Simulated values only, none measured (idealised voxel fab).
Documented hereafter: the process module known as voxel self aligned vias.
In the cross-section labelled cut, the width is 225 nm and each square cell is 5 nm.
We lay out every cross-section as a grid of square cells and spell it out in bands from the top down, where one band means one or more rows of cells.
Basically the band line says how high the top is and how high the bottom is, in nm, and then what's in it from left to right, every material with its width in nm. Empty space shows up as "air", and if a single material carries "full width" it runs the full band edge to edge.
Height 0 is the level under which the wafer as received is all one material. The lowest band goes on downwards, as in "from 0 down".
Graded width ("30 to 40"): value in top row of band = first number; value in bottom row = second number; row-to-row change constant.
"remained the same" -> step changed no cross-section cell.
"Sealed cavities" lists enclosed empty spaces (at least 8 cells, no open path upward to the top), each as width x height at distance from the left edge, in nm.
Formally, on a step line, whatever follows the settings is a remark that the simulator itself makes on the step.
A step line may carry the setting "overlay nm", which, for steps involving a mask, states the distance by which the mask lay to the right of its intended position; negative values denote displacement to the left.

Plan
| 1 | op RECEIVE | material Si |
| 2 | op CONFORMAL_DEP | material SiO2 | thk nm 10 |
| 3 | op CONFORMAL_DEP | material SiCN | thk nm 5 |
| 4 | op DIRECTIONAL_DEP | material lowk | thk nm 20 |
| 5 | op MASKED_ETCH | tone open | mask id LINES | width nm 30 | pitch nm 70 | etch materials lowk | depth nm 20 | overlay nm 0 |
| 6 | op CONFORMAL_DEP | material TiN | thk nm 5 |
| 7 | op FILL_DEP | material W | thk nm 5 |
| 8 | op CMP | height nm 35 |
| 9 | op SELECTIVE_ETCH | etch materials W Ru TiN | depth nm 5 |
| 10 | op FILL_DEP | material SiN | thk nm 10 |
| 11 | op CMP | height nm 35 |
| 12 | op DIRECTIONAL_DEP | material lowk | thk nm 15 |
| 13 | op DIRECTIONAL_DEP | material aC | thk nm 15 |
| 14 | op PATTERN | tone open | mask id VIAS | material resist | width nm 30 | pitch nm 70 | thk nm 35 | overlay nm 0 |
| 15 | op DIRECTIONAL_ETCH | etch materials aC | depth nm 15 |
| 16 | op STRIP | etch materials resist |
| 17 | op DIRECTIONAL_ETCH | etch materials lowk | depth nm 15 |
| 18 | op DIRECTIONAL_ETCH | etch materials SiN | depth nm 5 |
| 19 | op STRIP | etch materials aC |
| 20 | op CONFORMAL_DEP | material TiN | thk nm 5 |
| 21 | op FILL_DEP | material Ru | thk nm 10 |
| 22 | op CMP | height nm 50 |
| 23 | op CONFORMAL_DEP | material SiN | thk nm 5 |
Variable across wafers: step 14 width nm (plan value is that of the first wafer; starting state common to all).

Cross-section, first of several wafers, as delivered after step 1
- from 0 down: Si full width
- Sealed cavities: none

End of the module, past its last step, step 23: how the first of several wafers looks in cross-section
- from 55 to 50: SiN full width
- from 50 to 35: lowk: 25, TiN: 5, Ru: 20, TiN: 5, lowk: 40, TiN: 5, Ru: 20, TiN: 5, lowk: 40, TiN: 5, Ru: 20, TiN: 5, lowk: 30
- from 35 to 30: lowk: 25, TiN: 30, lowk: 40, TiN: 30, lowk: 40, TiN: 30, lowk: 30
- from 30 to 20: lowk: 25, TiN: 5, W: 20, TiN: 5, lowk: 40, TiN: 5, W: 20, TiN: 5, lowk: 40, TiN: 5, W: 20, TiN: 5, lowk: 30
- from 20 to 15: lowk: 25, TiN: 30, lowk: 40, TiN: 30, lowk: 40, TiN: 30, lowk: 30
- from 15 to 10: SiCN full width
- from 10 to 0: SiO2 full width
- from 0 down: Si full width
- Sealed cavities: none

Showing the last wafer in cross-section at the end of the module
- from 55 to 50: SiN full width
- from 50 to 40: lowk: 15, TiN: 5, Ru: 45, TiN: 5, lowk: 15, TiN: 5, Ru: 45, TiN: 5, lowk: 15, TiN: 5, Ru: 45, TiN: 5, lowk: 15
- from 40 to 35: lowk: 15, TiN: 15, Ru: 20, TiN: 20, lowk: 15, TiN: 15, Ru: 20, TiN: 20, lowk: 15, TiN: 15, Ru: 20, TiN: 20, lowk: 15
- from 35 to 30: lowk: 25, TiN: 30, lowk: 40, TiN: 30, lowk: 40, TiN: 30, lowk: 30
- from 30 to 20: lowk: 25, TiN: 5, W: 20, TiN: 5, lowk: 40, TiN: 5, W: 20, TiN: 5, lowk: 40, TiN: 5, W: 20, TiN: 5, lowk: 30
- from 20 to 15: lowk: 25, TiN: 30, lowk: 40, TiN: 30, lowk: 40, TiN: 30, lowk: 30
- from 15 to 10: SiCN full width
- from 10 to 0: SiO2 full width
- from 0 down: Si full width
- Sealed cavities: none

The rows of the table below are wafers. Looking at the end of the module, a row counts, for every material, the cells the wafer has gained, shown as (+), or lost, shown as (-), since it was received; its closed voids come next
width nm 30; +36 Ru; +45 SiCN; +45 SiN; +90 SiO2; +66 TiN; +24 W; +189 lowk; Sealed cavities: none
width nm 35; +42 Ru; +45 SiCN; +45 SiN; +90 SiO2; +69 TiN; +24 W; +180 lowk; Sealed cavities: none
width nm 40; +48 Ru; +45 SiCN; +45 SiN; +90 SiO2; +72 TiN; +24 W; +171 lowk; Sealed cavities: none
width nm 45; +54 Ru; +45 SiCN; +45 SiN; +90 SiO2; +75 TiN; +24 W; +162 lowk; Sealed cavities: none
width nm 50; +60 Ru; +45 SiCN; +45 SiN; +90 SiO2; +78 TiN; +24 W; +153 lowk; Sealed cavities: none
width nm 55; +66 Ru; +45 SiCN; +45 SiN; +90 SiO2; +81 TiN; +24 W; +144 lowk; Sealed cavities: none
